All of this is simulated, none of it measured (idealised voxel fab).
Name of the process module below: voxel self aligned vias
cross-section cut | 175 nm wide | cells 5 nm
Reading order for cross-sections: top band down to bottom band. Underlying form: a grid of square cells. Band size: one or more rows of cells.
Quick guide to a band line: top height, bottom height (nm) up front; then every material left to right with its width in nm. Only one material and it's marked "all across"? Then it fills the band edge to edge. And "empty" just means empty space.
All heights in this document are referenced to 0, defined as the level beneath which the wafer, as received, consists entirely of one material. The lowest band is not bounded below; it extends indefinitely downward and is written in the form "0 -> down".
You'd read "30 to 40" like this: the band's top row of cells is as wide as the first number, its bottom row is as wide as the second, and going down, every row changes width by the same amount as the row before did.
"remained the same", as given for a step, is the statement that not any cell of the cross-section underwent a change during that step.
Empty spaces counting at least 8 cells and having no open way to the top are listed in "Internal closed voids". The notation width x height at distance is used for each, the distance being from the left edge and all three values in nm.
It should be noted that, on the line of a given step, the content following the step's settings is a remark produced by the simulator itself with respect to that step.
What "overlay nm" on a step's line means: if the step has a mask, that mask lay this far to the right of its planned place, or, when the value is negative, to the left.
### Process steps foreseen in the plan
- 1: RECEIVE, material Si
- 2: CONFORMAL_DEP, material SiO2, thk nm 15
- 3: CONFORMAL_DEP, material SiCN, thk nm 5
- 4: DIRECTIONAL_DEP, material lowk, thk nm 20
- 5: PATTERN, tone open, mask id LINES, material resist, width nm 20, pitch nm 70, thk nm 15, overlay nm 0
- 6: DIRECTIONAL_ETCH, etch materials lowk, depth nm 20
- 7: STRIP, etch materials resist
- 8: CONFORMAL_DEP, material TiN, thk nm 5
- 9: FILL_DEP, material Ru, thk nm 10
- 10: CMP, height nm 40
- 11: SELECTIVE_ETCH, etch materials W Ru TiN, depth nm 5
- 12: FILL_DEP, material SiN, thk nm 10
- 13: CMP, height nm 40
- 14: DIRECTIONAL_DEP, material lowk, thk nm 20
- 15: PATTERN, tone open, mask id VIAS, material resist, width nm 40, thk nm 20, overlay nm 0
- 16: DIRECTIONAL_ETCH, etch materials lowk, depth nm 20
- 17: DIRECTIONAL_ETCH, etch materials SiN, depth nm 5
- 18: STRIP, etch materials resist
- 19: CONFORMAL_DEP, material TiN, thk nm 5
- 20: FILL_DEP, material W, thk nm 5
- 21: CMP, height nm 60
- 22: CONFORMAL_DEP, material SiCN, thk nm 5
### First out of two wafers; run went to plan
### This is the cross-section of the wafer as we received it, i.e. after step 1
	0 -> down: Si all across
	Internal closed voids: none
### Take a look at the wafer's cross-section after step 2
	15 -> 0: SiO2 all across
	Everything below 0 is unchanged.
### Take a look at the wafer's cross-section after step 3
	20 -> 15: SiCN all across
	Everything below 15 is unchanged.
### Take a look at the wafer's cross-section after step 4
	40 -> 20: lowk all across
	Everything below 20 is unchanged.
### Take a look at the wafer's cross-section after step 5
	55 -> 40: resist (40)  empty (20)  resist (50)  empty (20)  resist (45)
	Everything below 40 is unchanged.
### Take a look at the wafer's cross-section after step 6
	55 -> 40: resist (40)  empty (20)  resist (50)  empty (20)  resist (45)
	40 -> 20: lowk (40)  empty (20)  lowk (50)  empty (20)  lowk (45)
	Everything below 20 is unchanged.
### Take a look at the wafer's cross-section after step 7
	40 -> 20: lowk (40)  empty (20)  lowk (50)  empty (20)  lowk (45)
	Everything below 20 is unchanged.
### Take a look at the wafer's cross-section after step 8
	45 -> 40: TiN (45)  empty (10)  TiN (60)  empty (10)  TiN (50)
	40 -> 25: lowk (40)  TiN (5)  empty (10)  TiN (5)  lowk (50)  TiN (5)  empty (10)  TiN (5)  lowk (45)
	25 -> 20: lowk (40)  TiN (20)  lowk (50)  TiN (20)  lowk (45)
	Everything below 20 is unchanged.
### Take a look at the wafer's cross-section after step 9
	55 -> 45: Ru all across
	45 -> 40: TiN (45)  Ru (10)  TiN (60)  Ru (10)  TiN (50)
	40 -> 25: lowk (40)  TiN (5)  Ru (10)  TiN (5)  lowk (50)  TiN (5)  Ru (10)  TiN (5)  lowk (45)
	Everything below 25 is unchanged.
### Take a look at the wafer's cross-section after step 10
	40 -> 25: lowk (40)  TiN (5)  Ru (10)  TiN (5)  lowk (50)  TiN (5)  Ru (10)  TiN (5)  lowk (45)
	Everything below 25 is unchanged.
### Take a look at the wafer's cross-section after step 11
	40 -> 35: lowk (40)  empty (20)  lowk (50)  empty (20)  lowk (45)
	Everything below 35 is unchanged.
### Take a look at the wafer's cross-section after step 12
	50 -> 40: SiN all across
	40 -> 35: lowk (40)  SiN (20)  lowk (50)  SiN (20)  lowk (45)
	Everything below 35 is unchanged.
### Take a look at the wafer's cross-section after step 13
	40 -> 35: lowk (40)  SiN (20)  lowk (50)  SiN (20)  lowk (45)
	Everything below 35 is unchanged.
### Take a look at the wafer's cross-section after step 14
	60 -> 40: lowk all across
	Everything below 40 is unchanged.
### Take a look at the wafer's cross-section after step 15
	80 -> 60: resist (30)  empty (40)  resist (105)
	Everything below 60 is unchanged.
### Take a look at the wafer's cross-section after step 16
	80 -> 60: resist (30)  empty (40)  resist (105)
	60 -> 40: lowk (30)  empty (40)  lowk (105)
	Everything below 40 is unchanged.
### Take a look at the wafer's cross-section after step 17
	80 -> 60: resist (30)  empty (40)  resist (105)
	60 -> 40: lowk (30)  empty (40)  lowk (105)
	40 -> 35: lowk (40)  empty (20)  lowk (50)  SiN (20)  lowk (45)
	Everything below 35 is unchanged.
### Take a look at the wafer's cross-section after step 18
	60 -> 40: lowk (30)  empty (40)  lowk (105)
	Everything below 40 is unchanged.
### Take a look at the wafer's cross-section after step 19
	65 -> 60: TiN (35)  empty (30)  TiN (110)
	60 -> 45: lowk (30)  TiN (5)  empty (30)  TiN (5)  lowk (105)
	45 -> 40: lowk (30)  TiN (15)  empty (10)  TiN (15)  lowk (105)
	40 -> 35: lowk (40)  TiN (20)  lowk (50)  SiN (20)  lowk (45)
	Everything below 35 is unchanged.
### Take a look at the wafer's cross-section after step 20
	70 -> 65: W all across
	65 -> 60: TiN (35)  W (30)  TiN (110)
	60 -> 45: lowk (30)  TiN (5)  W (30)  TiN (5)  lowk (105)
	45 -> 40: lowk (30)  TiN (15)  W (10)  TiN (15)  lowk (105)
	Everything below 40 is unchanged.
### Take a look at the wafer's cross-section after step 21
	60 -> 45: lowk (30)  TiN (5)  W (30)  TiN (5)  lowk (105)
	Everything below 45 is unchanged.
### Take a look at the wafer's cross-section after step 22
	65 -> 60: SiCN all across
	Everything below 60 is unchanged.
### Second Wafer (Identical Start and Plan, One Processing Error; Matches First Wafer Through Step 14)
### Cross-section of the second wafer corresponding to the planned conclusion of step 15
	80 -> 60: resist (35)  empty (40)  resist (100)
	Everything below 60 is unchanged.
### Cross-section of the second wafer corresponding to the planned conclusion of step 16
	80 -> 60: resist (35)  empty (40)  resist (100)
	60 -> 40: lowk (35)  empty (40)  lowk (100)
	Everything below 40 is unchanged.
### Cross-section of the second wafer corresponding to the planned conclusion of step 17
	80 -> 60: resist (35)  empty (40)  resist (100)
	60 -> 40: lowk (35)  empty (40)  lowk (100)
	40 -> 35: lowk (40)  empty (20)  lowk (50)  SiN (20)  lowk (45)
	Everything below 35 is unchanged.
### Cross-section of the second wafer corresponding to the planned conclusion of step 18
	60 -> 40: lowk (35)  empty (40)  lowk (100)
	Everything below 40 is unchanged.
### Cross-section of the second wafer corresponding to the planned conclusion of step 19
	65 -> 60: TiN (40)  empty (30)  TiN (105)
	60 -> 45: lowk (35)  TiN (5)  empty (30)  TiN (5)  lowk (100)
	45 -> 40: lowk (35)  TiN (10)  empty (10)  TiN (20)  lowk (100)
	40 -> 35: lowk (40)  TiN (20)  lowk (50)  SiN (20)  lowk (45)
	Everything below 35 is unchanged.
### Cross-section of the second wafer corresponding to the planned conclusion of step 20
	70 -> 65: W all across
	65 -> 60: TiN (40)  W (30)  TiN (105)
	60 -> 45: lowk (35)  TiN (5)  W (30)  TiN (5)  lowk (100)
	45 -> 40: lowk (35)  TiN (10)  W (10)  TiN (20)  lowk (100)
	Everything below 40 is unchanged.
### Cross-section of the second wafer corresponding to the planned conclusion of step 21
	60 -> 45: lowk (35)  TiN (5)  W (30)  TiN (5)  lowk (100)
	Everything below 45 is unchanged.
### Cross-section of the second wafer corresponding to the planned conclusion of step 22
	65 -> 60: SiCN all across
	Everything below 60 is unchanged.
Nonconformance to the process plan: heads up, step 15 didn't go per plan, it actually ran as PATTERN, tone open, mask id VIAS, material resist, width nm 40, thk nm 20, overlay nm 5
Final state: per-material cell counts identical on both wafers; locations differ.
